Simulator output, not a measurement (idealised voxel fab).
Proc. module: voxel gate over fins
The figure presents cross-section cut, which has a width of 255 nm and is divided into square cells with an edge length of 5 nm.
The cross-sections in this document take the form of a grid made of square cells. They are written out as bands, in order from top to bottom. Each band consists of one or more rows of cells.
Basically the band line says how high the top is and how high the bottom is, in nm, and then what's in it from left to right, every material with its width in nm. Empty space shows up as "air", and if a single material carries "edge to edge" it runs the full band edge to edge.
Height datum 0, below which the as-received substrate wafer is one material. Lowest band open at the bottom, running downward: "0 and below".
Width "30->40": first value at the band's top row of cells, second value at its bottom row, equal change from row to row.
No cell of the cross-section changed in a step that is given as "no change occurred".
For the entry "Voids lacking openings", the listed items are empty spaces with no open way to the top whose size is 8 cells or more; each item follows the pattern width x height at distance, where distance is from the left edge and all three are in nm.
Where a step's line continues beyond its settings, the continuation is a remark by the simulator itself on that step.
You can add "overlay nm" to a step's line. For a step with a mask, it describes how far the mask lay to the right of its planned position, and a negative number describes a lay to the left.
Read the rest as pairs. Take the cross-section before one process step, then the cross-section after it, which shows only down to the lowest band that changed. Under the pair, find the step between them and its settings. Bear in mind that pairs may come from different runs of this module on the same starting wafer: link a pair to the pair above it only where its entry headed "Cross-section, before" says to.
-- Cross-section, before
	15 down to 10 | air (50), TiAl (155), air (50)
	10 down to 5 | air (50), TiAl (5), TiN (145), TiAl (5), air (50)
	5 down to 0 | air (50), TiAl (5), TiN (5), HfO2 (30), TiN (5), HfO2 (30), TiN (5), HfO2 (30), TiN (5), HfO2 (30), TiN (5), TiAl (5), air (50)
	0 down to -5 | TiAl (55), TiN (5), HfO2 (5), Si (20), HfO2 (5), TiN (5), HfO2 (5), Si (20), HfO2 (5), TiN (5), HfO2 (5), Si (20), HfO2 (5), TiN (5), HfO2 (5), Si (20), HfO2 (5), TiN (5), TiAl (55)
	-5 down to -10 | TiN (60), HfO2 (5), Si (20), HfO2 (5), TiN (5), HfO2 (5), Si (20), HfO2 (5), TiN (5), HfO2 (5), Si (20), HfO2 (5), TiN (5), HfO2 (5), Si (20), HfO2 (5), TiN (60)
	-10 down to -15 | HfO2 (65), Si (20), HfO2 (15), Si (20), HfO2 (15), Si (20), HfO2 (15), Si (20), HfO2 (65)
	-15 down to -30 | SiO2 (65), Si (20), SiO2 (15), Si (20), SiO2 (15), Si (20), SiO2 (15), Si (20), SiO2 (65)
	-30 and below | Si edge to edge
	Voids lacking openings: none
-- Result of Step
	20 down to 15 | air (45), TiN (165), air (45)
	15 down to 10 | air (45), TiN (5), TiAl (155), TiN (5), air (45)
	10 down to 5 | air (45), TiN (5), TiAl (5), TiN (145), TiAl (5), TiN (5), air (45)
	5 down to 0 | TiN (50), TiAl (5), TiN (5), HfO2 (30), TiN (5), HfO2 (30), TiN (5), HfO2 (30), TiN (5), HfO2 (30), TiN (5), TiAl (5), TiN (50)
	Unchanged below 0.
	Voids lacking openings: none
In between the before and after cross-sections above, the step is op CONFORMAL_DEP | material TiN | thk nm 5
Cross-section, before: = after-state of the pair above.
-- Result of Step
	35 down to 20 | W edge to edge
	20 down to 15 | W (45), TiN (165), W (45)
	15 down to 10 | W (45), TiN (5), TiAl (155), TiN (5), W (45)
	10 down to 5 | W (45), TiN (5), TiAl (5), TiN (145), TiAl (5), TiN (5), W (45)
	Unchanged below 5.
	Voids lacking openings: none
In between the before and after cross-sections above, the step is op FILL_DEP | material W | thk nm 15
Cross-section, before: = after-state of the pair above.
-- Result of Step
	30 down to 20 | W edge to edge
	Unchanged below 20.
	Voids lacking openings: none
In between the before and after cross-sections above, the step is op CMP | height nm 30
Cross-section, before: = after-state of the pair above.
-- Result of Step
	40 down to 30 | SiN edge to edge
	Unchanged below 30.
	Voids lacking openings: none
In between the before and after cross-sections above, the step is op CONFORMAL_DEP | material SiN | thk nm 10
-- Cross-section, before
	10 down to 0 | SiN edge to edge
	0 and below | Si edge to edge
	Voids lacking openings: none
-- Result of Step
	25 down to 10 | air (60), resist (15), air (20), resist (15), air (20), resist (15), air (20), resist (15), air (75)
	Unchanged below 10.
	Voids lacking openings: none
In between the before and after cross-sections above, the step is op PATTERN | tone cover | mask id FINS | material resist | width nm 15 | pitch nm 35 | thk nm 15 | overlay nm -5
Cross-section, before: = after-state of the pair above.
-- Result of Step
	25 down to 10 | air (60), resist (15), air (20), resist (15), air (20), resist (15), air (20), resist (15), air (75)
	10 down to 0 | air (60), SiN (15), air (20), SiN (15), air (20), SiN (15), air (20), SiN (15), air (75)
	Unchanged below 0.
	Voids lacking openings: none
In between the before and after cross-sections above, the step is op DIRECTIONAL_ETCH | etch materials SiN | depth nm 10
Cross-section, before: = after-state of the pair above.
-- Result of Step
	25 down to 10 | air (60), resist (15), air (20), resist (15), air (20), resist (15), air (20), resist (15), air (75)
	10 down to 0 | air (60), SiN (15), air (20), SiN (15), air (20), SiN (15), air (20), SiN (15), air (75)
	0 down to -30 | air (60), Si (15), air (20), Si (15), air (20), Si (15), air (20), Si (15), air (75)
	Unchanged below -30.
	Voids lacking openings: none
In between the before and after cross-sections above, the step is op DIRECTIONAL_ETCH | etch materials Si | depth nm 30
Cross-section, before: = after-state of the pair above.
-- Result of Step
	10 down to 0 | air (60), SiN (15), air (20), SiN (15), air (20), SiN (15), air (20), SiN (15), air (75)
	Unchanged below 0.
	Voids lacking openings: none
In between the before and after cross-sections above, the step is op STRIP | etch materials resist
Cross-section, before: = after-state of the pair above.
-- Result of Step
	15 down to 10 | SiO2 edge to edge
	10 down to 0 | SiO2 (60), SiN (15), SiO2 (20), SiN (15), SiO2 (20), SiN (15), SiO2 (20), SiN (15), SiO2 (75)
	0 down to -30 | SiO2 (60), Si (15), SiO2 (20), Si (15), SiO2 (20), Si (15), SiO2 (20), Si (15), SiO2 (75)
	Unchanged below -30.
	Voids lacking openings: none
In between the before and after cross-sections above, the step is op FILL_DEP | material SiO2 | thk nm 5
Cross-section, before: = after-state of the pair above.
-- Result of Step
	10 down to 0 | SiO2 (60), SiN (15), SiO2 (20), SiN (15), SiO2 (20), SiN (15), SiO2 (20), SiN (15), SiO2 (75)
	Unchanged below 0.
	Voids lacking openings: none
In between the before and after cross-sections above, the step is op CMP | height nm 10
Cross-section, before: = after-state of the pair above.
-- Result of Step
	10 down to 0 | air (60), SiN (15), air (20), SiN (15), air (20), SiN (15), air (20), SiN (15), air (75)
	0 down to -15 | air (60), Si (15), air (20), Si (15), air (20), Si (15), air (20), Si (15), air (75)
	Unchanged below -15.
	Voids lacking openings: none
In between the before and after cross-sections above, the step is op SELECTIVE_ETCH | etch materials SiO2 | depth nm 25
Cross-section, before: = after-state of the pair above.
-- Result of Step
	0 down to -15 | air (60), Si (15), air (20), Si (15), air (20), Si (15), air (20), Si (15), air (75)
	Unchanged below -15.
	Voids lacking openings: none
In between the before and after cross-sections above, the step is op STRIP | etch materials SiN
Cross-section, before: = after-state of the pair above.
-- Result of Step
	5 down to 0 | air (55), HfO2 (25), air (10), HfO2 (25), air (10), HfO2 (25), air (10), HfO2 (25), air (70)
	0 down to -10 | air (55), HfO2 (5), Si (15), HfO2 (5), air (10), HfO2 (5), Si (15), HfO2 (5), air (10), HfO2 (5), Si (15), HfO2 (5), air (10), HfO2 (5), Si (15), HfO2 (5), air (70)
	-10 down to -15 | HfO2 (60), Si (15), HfO2 (20), Si (15), HfO2 (20), Si (15), HfO2 (20), Si (15), HfO2 (75)
	Unchanged below -15.
	Voids lacking openings: none
In between the before and after cross-sections above, the step is op CONFORMAL_DEP | material HfO2 | thk nm 5
Cross-section, before: = after-state of the pair above.
-- Result of Step
	10 down to 5 | air (50), TiN (140), air (65)
	5 down to 0 | air (50), TiN (5), HfO2 (25), TiN (10), HfO2 (25), TiN (10), HfO2 (25), TiN (10), HfO2 (25), TiN (5), air (65)
	0 down to -5 | air (50), TiN (5), HfO2 (5), Si (15), HfO2 (5), TiN (10), HfO2 (5), Si (15), HfO2 (5), TiN (10), HfO2 (5), Si (15), HfO2 (5), TiN (10), HfO2 (5), Si (15), HfO2 (5), TiN (5), air (65)
	-5 down to -10 | TiN (55), HfO2 (5), Si (15), HfO2 (5), TiN (10), HfO2 (5), Si (15), HfO2 (5), TiN (10), HfO2 (5), Si (15), HfO2 (5), TiN (10), HfO2 (5), Si (15), HfO2 (5), TiN (70)
	Unchanged below -10.
	Voids lacking openings: none
In between the before and after cross-sections above, the step is op CONFORMAL_DEP | material TiN | thk nm 5
Cross-section, before: = after-state of the pair above.
-- Result of Step
	15 down to 10 | air (45), TiAl (150), air (60)
	10 down to 5 | air (45), TiAl (5), TiN (140), TiAl (5), air (60)
	5 down to 0 | air (45), TiAl (5), TiN (5), HfO2 (25), TiN (10), HfO2 (25), TiN (10), HfO2 (25), TiN (10), HfO2 (25), TiN (5), TiAl (5), air (60)
	0 down to -5 | TiAl (50), TiN (5), HfO2 (5), Si (15), HfO2 (5), TiN (10), HfO2 (5), Si (15), HfO2 (5), TiN (10), HfO2 (5), Si (15), HfO2 (5), TiN (10), HfO2 (5), Si (15), HfO2 (5), TiN (5), TiAl (65)
	Unchanged below -5.
	Voids lacking openings: none
In between the before and after cross-sections above, the step is op CONFORMAL_DEP | material TiAl | thk nm 5
Cross-section, before: = after-state of the pair above.
-- Result of Step
	20 down to 15 | air (40), TiN (160), air (55)
	15 down to 10 | air (40), TiN (5), TiAl (150), TiN (5), air (55)
	10 down to 5 | air (40), TiN (5), TiAl (5), TiN (140), TiAl (5), TiN (5), air (55)
	5 down to 0 | TiN (45), TiAl (5), TiN (5), HfO2 (25), TiN (10), HfO2 (25), TiN (10), HfO2 (25), TiN (10), HfO2 (25), TiN (5), TiAl (5), TiN (60)
	Unchanged below 0.
	Voids lacking openings: none
In between the before and after cross-sections above, the step is op CONFORMAL_DEP | material TiN | thk nm 5
Cross-section, before: = after-state of the pair above.
-- Result of Step
	35 down to 20 | W edge to edge
	20 down to 15 | W (40), TiN (160), W (55)
	15 down to 10 | W (40), TiN (5), TiAl (150), TiN (5), W (55)
	10 down to 5 | W (40), TiN (5), TiAl (5), TiN (140), TiAl (5), TiN (5), W (55)
	Unchanged below 5.
	Voids lacking openings: none
In between the before and after cross-sections above, the step is op FILL_DEP | material W | thk nm 15
Cross-section, before: = after-state of the pair above.
-- Result of Step
	30 down to 20 | W edge to edge
	Unchanged below 20.
	Voids lacking openings: none
In between the before and after cross-sections above, the step is op CMP | height nm 30
Cross-section, before: = after-state of the pair above.
-- Result of Step
	40 down to 30 | SiN edge to edge
	Unchanged below 30.
	Voids lacking openings: none
In between the before and after cross-sections above, the step is op CONFORMAL_DEP | material SiN | thk nm 10
-- Cross-section, before
	20 down to 15 | air (45), TiN (160), air (50)
	15 down to 10 | air (45), TiN (5), TiAl (150), TiN (5), air (50)
	10 down to 5 | air (45), TiN (5), TiAl (5), TiN (140), TiAl (5), TiN (5), air (50)
	5 down to 0 | TiN (50), TiAl (5), TiN (5), HfO2 (25), TiN (10), HfO2 (25), TiN (10), HfO2 (25), TiN (10), HfO2 (25), TiN (5), TiAl (5), TiN (55)
	0 down to -5 | TiAl (55), TiN (5), HfO2 (5), Si (15), HfO2 (5), TiN (10), HfO2 (5), Si (15), HfO2 (5), TiN (10), HfO2 (5), Si (15), HfO2 (5), TiN (10), HfO2 (5), Si (15), HfO2 (5), TiN (5), TiAl (60)
	-5 down to -10 | TiN (60), HfO2 (5), Si (15), HfO2 (5), TiN (10), HfO2 (5), Si (15), HfO2 (5), TiN (10), HfO2 (5), Si (15), HfO2 (5), TiN (10), HfO2 (5), Si (15), HfO2 (5), TiN (65)
	-10 down to -15 | HfO2 (65), Si (15), HfO2 (20), Si (15), HfO2 (20), Si (15), HfO2 (20), Si (15), HfO2 (70)
	-15 down to -30 | SiO2 (65), Si (15), SiO2 (20), Si (15), SiO2 (20), Si (15), SiO2 (20), Si (15), SiO2 (70)
	-30 and below | Si edge to edge
	Voids lacking openings: none
-- Result of Step
	35 down to 20 | HfO2 edge to edge
	20 down to 15 | HfO2 (45), TiN (160), HfO2 (50)
	15 down to 10 | HfO2 (45), TiN (5), TiAl (150), TiN (5), HfO2 (50)
	10 down to 5 | HfO2 (45), TiN (5), TiAl (5), TiN (140), TiAl (5), TiN (5), HfO2 (50)
	Unchanged below 5.
	Voids lacking openings: none
In between the before and after cross-sections above, the step is op FILL_DEP | material HfO2 | thk nm 15
Cross-section, before: = after-state of the pair above.
-- Result of Step
	30 down to 20 | HfO2 edge to edge
	Unchanged below 20.
	Voids lacking openings: none
In between the before and after cross-sections above, the step is op CMP | height nm 30
Cross-section, before: = after-state of the pair above.
-- Result of Step
	40 down to 30 | SiN edge to edge
	Unchanged below 30.
	Voids lacking openings: none
In between the before and after cross-sections above, the step is op CONFORMAL_DEP | material SiN | thk nm 10
-- Cross-section, before
	10 down to 0 | SiN edge to edge
	0 and below | Si edge to edge
	Voids lacking openings: none
-- Result of Step
	25 down to 10 | resist (65), air (15), resist (20), air (15), resist (20), air (15), resist (20), air (15), resist (70)
	Unchanged below 10.
	Voids lacking openings: none
In between the before and after cross-sections above, the step is op PATTERN | tone open | mask id FINS | material resist | width nm 15 | pitch nm 35 | thk nm 15 | overlay nm 0
Cross-section, before: = after-state of the pair above.
-- Result of Step
	25 down to 10 | resist (65), air (15), resist (20), air (15), resist (20), air (15), resist (20), air (15), resist (70)
	10 down to 0 | SiN (65), air (15), SiN (20), air (15), SiN (20), air (15), SiN (20), air (15), SiN (70)
	Unchanged below 0.
	Voids lacking openings: none
In between the before and after cross-sections above, the step is op DIRECTIONAL_ETCH | etch materials SiN | depth nm 10
Cross-section, before: = after-state of the pair above.
-- Result of Step
	25 down to 10 | resist (65), air (15), resist (20), air (15), resist (20), air (15), resist (20), air (15), resist (70)
	10 down to 0 | SiN (65), air (15), SiN (20), air (15), SiN (20), air (15), SiN (20), air (15), SiN (70)
	0 down to -30 | Si (65), air (15), Si (20), air (15), Si (20), air (15), Si (20), air (15), Si (70)
	Unchanged below -30.
	Voids lacking openings: none
In between the before and after cross-sections above, the step is op DIRECTIONAL_ETCH | etch materials Si | depth nm 30
Cross-section, before: = after-state of the pair above.
-- Result of Step
	10 down to 0 | SiN (65), air (15), SiN (20), air (15), SiN (20), air (15), SiN (20), air (15), SiN (70)
	Unchanged below 0.
	Voids lacking openings: none
In between the before and after cross-sections above, the step is op STRIP | etch materials resist
Cross-section, before: = after-state of the pair above.
-- Result of Step
	15 down to 10 | SiO2 edge to edge
	10 down to 0 | SiN (65), SiO2 (15), SiN (20), SiO2 (15), SiN (20), SiO2 (15), SiN (20), SiO2 (15), SiN (70)
	0 down to -30 | Si (65), SiO2 (15), Si (20), SiO2 (15), Si (20), SiO2 (15), Si (20), SiO2 (15), Si (70)
	Unchanged below -30.
	Voids lacking openings: none
In between the before and after cross-sections above, the step is op FILL_DEP | material SiO2 | thk nm 5
Cross-section, before: = after-state of the pair above.
-- Result of Step
	10 down to 0 | SiN (65), SiO2 (15), SiN (20), SiO2 (15), SiN (20), SiO2 (15), SiN (20), SiO2 (15), SiN (70)
	Unchanged below 0.
	Voids lacking openings: none
In between the before and after cross-sections above, the step is op CMP | height nm 10
Cross-section, before: = after-state of the pair above.
-- Result of Step
	10 down to 0 | SiN (65), air (15), SiN (20), air (15), SiN (20), air (15), SiN (20), air (15), SiN (70)
	0 down to -15 | Si (65), air (15), Si (20), air (15), Si (20), air (15), Si (20), air (15), Si (70)
	Unchanged below -15.
	Voids lacking openings: none
In between the before and after cross-sections above, the step is op SELECTIVE_ETCH | etch materials SiO2 | depth nm 25
Cross-section, before: = after-state of the pair above.
-- Result of Step
	0 down to -15 | Si (65), air (15), Si (20), air (15), Si (20), air (15), Si (20), air (15), Si (70)
	Unchanged below -15.
	Voids lacking openings: none
In between the before and after cross-sections above, the step is op STRIP | etch materials SiN
Cross-section, before: = after-state of the pair above.
-- Result of Step
	5 down to 0 | HfO2 (70), air (5), HfO2 (30), air (5), HfO2 (30), air (5), HfO2 (30), air (5), HfO2 (75)
	0 down to -10 | Si (65), HfO2 (5), air (5), HfO2 (5), Si (20), HfO2 (5), air (5), HfO2 (5), Si (20), HfO2 (5), air (5), HfO2 (5), Si (20), HfO2 (5), air (5), HfO2 (5), Si (70)
	-10 down to -15 | Si (65), HfO2 (15), Si (20), HfO2 (15), Si (20), HfO2 (15), Si (20), HfO2 (15), Si (70)
	Unchanged below -15.
	Voids lacking openings: none
In between the before and after cross-sections above, the step is op CONFORMAL_DEP | material HfO2 | thk nm 5
Cross-section, before: = after-state of the pair above.
-- Result of Step
	10 down to 5 | TiN edge to edge
	5 down to 0 | HfO2 (70), TiN (5), HfO2 (30), TiN (5), HfO2 (30), TiN (5), HfO2 (30), TiN (5), HfO2 (75)
	0 down to -10 | Si (65), HfO2 (5), TiN (5), HfO2 (5), Si (20), HfO2 (5), TiN (5), HfO2 (5), Si (20), HfO2 (5), TiN (5), HfO2 (5), Si (20), HfO2 (5), TiN (5), HfO2 (5), Si (70)
	Unchanged below -10.
	Voids lacking openings: none
In between the before and after cross-sections above, the step is op CONFORMAL_DEP | material TiN | thk nm 5
Cross-section, before: = after-state of the pair above.
-- Result of Step
	15 down to 10 | TiAl edge to edge
	Unchanged below 10.
	Voids lacking openings: none
In between the before and after cross-sections above, the step is op CONFORMAL_DEP | material TiAl | thk nm 5
Cross-section, before: = after-state of the pair above.
-- Result of Step
	20 down to 15 | TiN edge to edge
	Unchanged below 15.
	Voids lacking openings: none
In between the before and after cross-sections above, the step is op CONFORMAL_DEP | material TiN | thk nm 5
Cross-section, before: = after-state of the pair above.
-- Result of Step
	35 down to 20 | W edge to edge
	Unchanged below 20.
	Voids lacking openings: none
In between the before and after cross-sections above, the step is op FILL_DEP | material W | thk nm 15
Cross-section, before: = after-state of the pair above.
-- Result of Step
	30 down to 20 | W edge to edge
	Unchanged below 20.
	Voids lacking openings: none
In between the before and after cross-sections above, the step is op CMP | height nm 30
Cross-section, before: = after-state of the pair above.
-- Result of Step
	40 down to 30 | SiN edge to edge
	Unchanged below 30.
	Voids lacking openings: none
In between the before and after cross-sections above, the step is op CONFORMAL_DEP | material SiN | thk nm 10
